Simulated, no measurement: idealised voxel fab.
A process module follows: voxel air gaps.
Cross-sectional view cut (width: 205 nm; square cell size: 5 nm).
The cross-sections in this document take the form of a grid made of square cells. They are written out as bands, in order from top to bottom. Each band consists of one or more rows of cells. Top, bottom (nm), then materials left to right with widths (nm); lone material tagged "everywhere" fills the whole band edge to edge; "blank" = empty space. The level at which height equals 0 is the one under which the wafer, as it arrives, is entirely one material. No lower edge exists for the bottom band, which continues downward and is notated as in "top 0, no bottom". The two numbers in a width such as "30->40" mark its ends across the band: the first belongs to the top row of cells, the second to the bottom row, and from each row to the next the width moves by the same amount. For the purposes of this document, the phrase "remained unchanged" attached to a step denotes that no cell within the cross-section was modified by that step. "Closed empty spaces" specifies each empty space that is not open to the top and that occupies no fewer than 8 cells, using the form width x height at distance, the distance measured from the left edge and all three quantities in nm. Heads up: the bit after the settings on a step's line is the simulator's remark on that step. A step's line can hold "overlay nm"; with a mask on that step, the setting says how far right of the planned place the mask lay, while a negative setting says it lay to the left.

The following list gives the planned process steps:
| 1 | RECEIVE (material Si) |
| 2 | CONFORMAL_DEP (material SiO2; thk nm 15) |
| 3 | CONFORMAL_DEP (material SiN; thk nm 5) |
| 4 | DIRECTIONAL_DEP (material lowk; thk nm 40) |
| 5 | MASKED_ETCH (tone open; mask id LINES; width nm 25; pitch nm 55; etch materials lowk; depth nm 40; overlay nm 0) |
| 6 | CONFORMAL_DEP (material TiN; thk nm 5) |
| 7 | FILL_DEP (material Ru; thk nm 5) |
| 8 | CMP (height nm 60) |
| 9 | EPI (material Ru; thk nm 10) |
| 10 | SELECTIVE_ETCH (etch materials lowk; depth nm 50) |
| 11 | CONFORMAL_DEP (material SiCN; thk nm 5) |

Account of the first of two wafers, which was processed as intended:

Cross-section: wafer on arrival = after step 1:
> top 0, no bottom | Si everywhere
> Closed empty spaces: none

After step 2, in cross-section:
> top 15, bottom 0 | SiO2 everywhere
> Note: structure below 0 unchanged.

After step 3, in cross-section:
> top 20, bottom 15 | SiN everywhere
> Note: structure below 15 unchanged.

After step 4, in cross-section:
> top 60, bottom 20 | lowk everywhere
> Note: structure below 20 unchanged.

After step 5, in cross-section:
> top 60, bottom 20 | lowk: 35  blank: 25  lowk: 30  blank: 25  lowk: 30  blank: 25  lowk: 35
> Note: structure below 20 unchanged.

After step 6, in cross-section:
> top 65, bottom 60 | TiN: 40  blank: 15  TiN: 40  blank: 15  TiN: 40  blank: 15  TiN: 40
> top 60, bottom 25 | lowk: 35  TiN: 5  blank: 15  TiN: 5  lowk: 30  TiN: 5  blank: 15  TiN: 5  lowk: 30  TiN: 5  blank: 15  TiN: 5  lowk: 35
> top 25, bottom 20 | lowk: 35  TiN: 25  lowk: 30  TiN: 25  lowk: 30  TiN: 25  lowk: 35
> Note: structure below 20 unchanged.

After step 7, in cross-section:
> top 70, bottom 65 | Ru everywhere
> top 65, bottom 60 | TiN: 40  Ru: 15  TiN: 40  Ru: 15  TiN: 40  Ru: 15  TiN: 40
> top 60, bottom 25 | lowk: 35  TiN: 5  Ru: 15  TiN: 5  lowk: 30  TiN: 5  Ru: 15  TiN: 5  lowk: 30  TiN: 5  Ru: 15  TiN: 5  lowk: 35
> Note: structure below 25 unchanged.

After step 8, in cross-section:
> top 60, bottom 25 | lowk: 35  TiN: 5  Ru: 15  TiN: 5  lowk: 30  TiN: 5  Ru: 15  TiN: 5  lowk: 30  TiN: 5  Ru: 15  TiN: 5  lowk: 35
> Note: structure below 25 unchanged.

After step 9, in cross-section:
> top 70, bottom 60 | blank: 25  Ru: 45  blank: 10  Ru: 45  blank: 10  Ru: 45  blank: 25
> Note: structure below 60 unchanged.

After step 10, in cross-section:
> top 70, bottom 60 | blank: 25  Ru: 45  blank: 10  Ru: 45  blank: 10  Ru: 45  blank: 25
> top 60, bottom 25 | blank: 35  TiN: 5  Ru: 15  TiN: 5  blank: 30  TiN: 5  Ru: 15  TiN: 5  blank: 30  TiN: 5  Ru: 15  TiN: 5  blank: 35
> top 25, bottom 20 | blank: 35  TiN: 25  blank: 30  TiN: 25  blank: 30  TiN: 25  blank: 35
> Note: structure below 20 unchanged.

After step 11, in cross-section:
> top 75, bottom 70 | blank: 20  SiCN: 165  blank: 20
> top 70, bottom 60 | blank: 20  SiCN: 5  Ru: 45  SiCN: 10  Ru: 45  SiCN: 10  Ru: 45  SiCN: 5  blank: 20
> top 60, bottom 55 | blank: 20  SiCN: 15  TiN: 5  Ru: 15  TiN: 5  SiCN: 30  TiN: 5  Ru: 15  TiN: 5  SiCN: 30  TiN: 5  Ru: 15  TiN: 5  SiCN: 15  blank: 20
> top 55, bottom 25 | blank: 30  SiCN: 5  TiN: 5  Ru: 15  TiN: 5  SiCN: 5  blank: 20  SiCN: 5  TiN: 5  Ru: 15  TiN: 5  SiCN: 5  blank: 20  SiCN: 5  TiN: 5  Ru: 15  TiN: 5  SiCN: 5  blank: 30
> top 25, bottom 20 | SiCN: 35  TiN: 25  SiCN: 30  TiN: 25  SiCN: 30  TiN: 25  SiCN: 35
> Note: structure below 20 unchanged.
> Closed empty spaces: 20 x 30 at 65; 20 x 30 at 120

Second wafer - shared start and plan with the first - one error in running - same as the first up to step 10 inclusive:

when step 11 should have ended: remained unchanged
It is concluded that the wafer was processed incorrectly with respect to the plan, in that yeah, step 11 of the plan got skipped, never ran
Final difference in cells, second wafer against first, listed per material as more or fewer: 125 fewer of SiCN
On completion, 0 closed voids are found in the second wafer, whereas the first wafer has 2.
